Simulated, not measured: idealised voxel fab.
The process module that follows is named voxel ribs on slabs.
FYI the section here is cut, 270 nm wide, cells are 5 nm squares.
The cross-sections in this document take the form of a grid made of square cells. They are written out as bands, in order from top to bottom. Each band consists of one or more rows of cells.
Each band's line starts with the height of the band's top and of its bottom, in nm. Then come its materials from left to right, each with its width in nm. One material with "full width" fills the band from edge to edge. "blank" is empty space.
A quick word on heights: they are counted from 0, and under that level the wafer as it came to us is one material throughout. The lowest band is different from the rest in having no bottom; it simply continues downward, written as in "from 0 down".
With a width like "30..40", each row of cells in the band differs from the next by the same amount, the top row carrying the first number and the bottom row the second.
"nothing got changed" for a step: no cell of the cross-section changed in that step.
Under "Sealed cavities" you'll find the enclosed gaps, the ones with no way out to the top, that are 8 cells or bigger; each reads width x height at distance, with distance counted from the left edge, everything in nm.
Text after the settings on a step's line: the simulator's own remark on that step.
The line of a step may include "overlay nm". On a step with a mask, this value is how far to the right of its planned place the mask lay. A negative value means the mask lay to the left.

Process steps foreseen in the plan:
step 1: RECEIVE: material Si
step 2: DIRECTIONAL_DEP: material SiO2, thk nm 20
step 3: DIRECTIONAL_DEP: material polySi, thk nm 15
step 4: MASKED_ETCH: tone cover, mask id RIB, width nm 30, etch materials polySi, depth nm 5, overlay nm 0
step 5: PATTERN: tone cover, mask id SLAB, material resist, width nm 60, thk nm 15, overlay nm 0
step 6: DIRECTIONAL_ETCH: etch materials polySi, depth nm 10
step 7: STRIP: etch materials resist
step 8: FILL_DEP: material SiO2, thk nm 20
step 9: CMP: height nm 50
step 10: DIRECTIONAL_DEP: material W, thk nm 5
step 11: DIRECTIONAL_DEP: material aC, thk nm 10
step 12: PATTERN: tone cover, mask id HEATER, material resist, width nm 40, thk nm 25, overlay nm 0
step 13: DIRECTIONAL_ETCH: etch materials aC, depth nm 10
step 14: STRIP: etch materials resist
step 15: DIRECTIONAL_ETCH: etch materials W, depth nm 5
step 16: STRIP: etch materials aC
step 17: CONFORMAL_DEP: material SiO2, thk nm 5

So, the first of our two wafers, run just as we planned it:

As-received wafer cross-section (after step 1):
> from 0 down: Si full width
> Sealed cavities: none

Cross-section of the wafer subsequent to step 2:
> from 20 to 0: SiO2 full width
> Everything below 0 is unchanged.

Cross-section of the wafer subsequent to step 3:
> from 35 to 20: polySi full width
> Everything below 20 is unchanged.

Cross-section of the wafer subsequent to step 4:
> from 35 to 30: blank: 120, polySi: 30, blank: 120
> Everything below 30 is unchanged.

Cross-section of the wafer subsequent to step 5:
> from 50 to 35: blank: 105, resist: 60, blank: 105
> from 35 to 30: blank: 105, resist: 15, polySi: 30, resist: 15, blank: 105
> Everything below 30 is unchanged.

Cross-section of the wafer subsequent to step 6:
> from 50 to 35: blank: 105, resist: 60, blank: 105
> from 35 to 30: blank: 105, resist: 15, polySi: 30, resist: 15, blank: 105
> from 30 to 20: blank: 105, polySi: 60, blank: 105
> Everything below 20 is unchanged.

Cross-section of the wafer subsequent to step 7:
> from 35 to 30: blank: 120, polySi: 30, blank: 120
> Everything below 30 is unchanged.

Cross-section of the wafer subsequent to step 8:
> from 55 to 35: SiO2 full width
> from 35 to 30: SiO2: 120, polySi: 30, SiO2: 120
> from 30 to 20: SiO2: 105, polySi: 60, SiO2: 105
> Everything below 20 is unchanged.

Cross-section of the wafer subsequent to step 9:
> from 50 to 35: SiO2 full width
> Everything below 35 is unchanged.

Cross-section of the wafer subsequent to step 10:
> from 55 to 50: W full width
> Everything below 50 is unchanged.

Cross-section of the wafer subsequent to step 11:
> from 65 to 55: aC full width
> Everything below 55 is unchanged.

Cross-section of the wafer subsequent to step 12:
> from 90 to 65: blank: 115, resist: 40, blank: 115
> Everything below 65 is unchanged.

Cross-section of the wafer subsequent to step 13:
> from 80 to 65: blank: 115, resist: 40, blank: 115
> from 65 to 55: blank: 115, aC: 40, blank: 115
> Everything below 55 is unchanged.

Cross-section of the wafer subsequent to step 14:
> from 65 to 55: blank: 115, aC: 40, blank: 115
> Everything below 55 is unchanged.

Cross-section of the wafer subsequent to step 15:
> from 65 to 55: blank: 115, aC: 40, blank: 115
> from 55 to 50: blank: 115, W: 40, blank: 115
> Everything below 50 is unchanged.

Cross-section of the wafer subsequent to step 16:
> from 55 to 50: blank: 115, W: 40, blank: 115
> Everything below 50 is unchanged.

Cross-section of the wafer subsequent to step 17:
> from 60 to 55: blank: 110, SiO2: 50, blank: 110
> from 55 to 50: SiO2: 115, W: 40, SiO2: 115
> Everything below 50 is unchanged.

Okay, second wafer. Nothing different at the start, nothing different in the plan, just one mistake somewhere in the running. As far as step 1, counting that step, it's the first wafer all over again:

Here is the second wafer in cross-section at the point where step 2 of the plan should have been done:
> from 15 to 0: polySi full width
> Everything below 0 is unchanged.

Here is the second wafer in cross-section at the point where step 3 of the plan should have been done:
> from 35 to 15: SiO2 full width
> Everything below 15 is unchanged.

Here is the second wafer in cross-section at the point where step 4 of the plan should have been done: nothing got changed

Here is the second wafer in cross-section at the point where step 5 of the plan should have been done:
> from 50 to 35: blank: 105, resist: 60, blank: 105
> Everything below 35 is unchanged.

Here is the second wafer in cross-section at the point where step 6 of the plan should have been done: nothing got changed

Here is the second wafer in cross-section at the point where step 7 of the plan should have been done:
> from 35 to 15: SiO2 full width
> Everything below 15 is unchanged.

Here is the second wafer in cross-section at the point where step 8 of the plan should have been done:
> from 55 to 15: SiO2 full width
> Everything below 15 is unchanged.

Here is the second wafer in cross-section at the point where step 9 of the plan should have been done:
> from 50 to 15: SiO2 full width
> Everything below 15 is unchanged.

Here is the second wafer in cross-section at the point where step 10 of the plan should have been done:
> from 55 to 50: W full width
> Everything below 50 is unchanged.

Here is the second wafer in cross-section at the point where step 11 of the plan should have been done:
> from 65 to 55: aC full width
> Everything below 55 is unchanged.

Here is the second wafer in cross-section at the point where step 12 of the plan should have been done:
> from 90 to 65: blank: 115, resist: 40, blank: 115
> Everything below 65 is unchanged.

Here is the second wafer in cross-section at the point where step 13 of the plan should have been done:
> from 80 to 65: blank: 115, resist: 40, blank: 115
> from 65 to 55: blank: 115, aC: 40, blank: 115
> Everything below 55 is unchanged.

Here is the second wafer in cross-section at the point where step 14 of the plan should have been done:
> from 65 to 55: blank: 115, aC: 40, blank: 115
> Everything below 55 is unchanged.

Here is the second wafer in cross-section at the point where step 15 of the plan should have been done:
> from 65 to 55: blank: 115, aC: 40, blank: 115
> from 55 to 50: blank: 115, W: 40, blank: 115
> Everything below 50 is unchanged.

Here is the second wafer in cross-section at the point where step 16 of the plan should have been done:
> from 55 to 50: blank: 115, W: 40, blank: 115
> Everything below 50 is unchanged.

Here is the second wafer in cross-section at the point where step 17 of the plan should have been done:
> from 60 to 55: blank: 110, SiO2: 50, blank: 110
> from 55 to 50: SiO2: 115, W: 40, SiO2: 115
> Everything below 50 is unchanged.
What was the processing mistake? swap of plan steps 2 and 3 during execution
Wrapping up, a cell-based count of both wafers puts the second over or under the first for these materials: 132 fewer of SiO2, 132 more of polySi
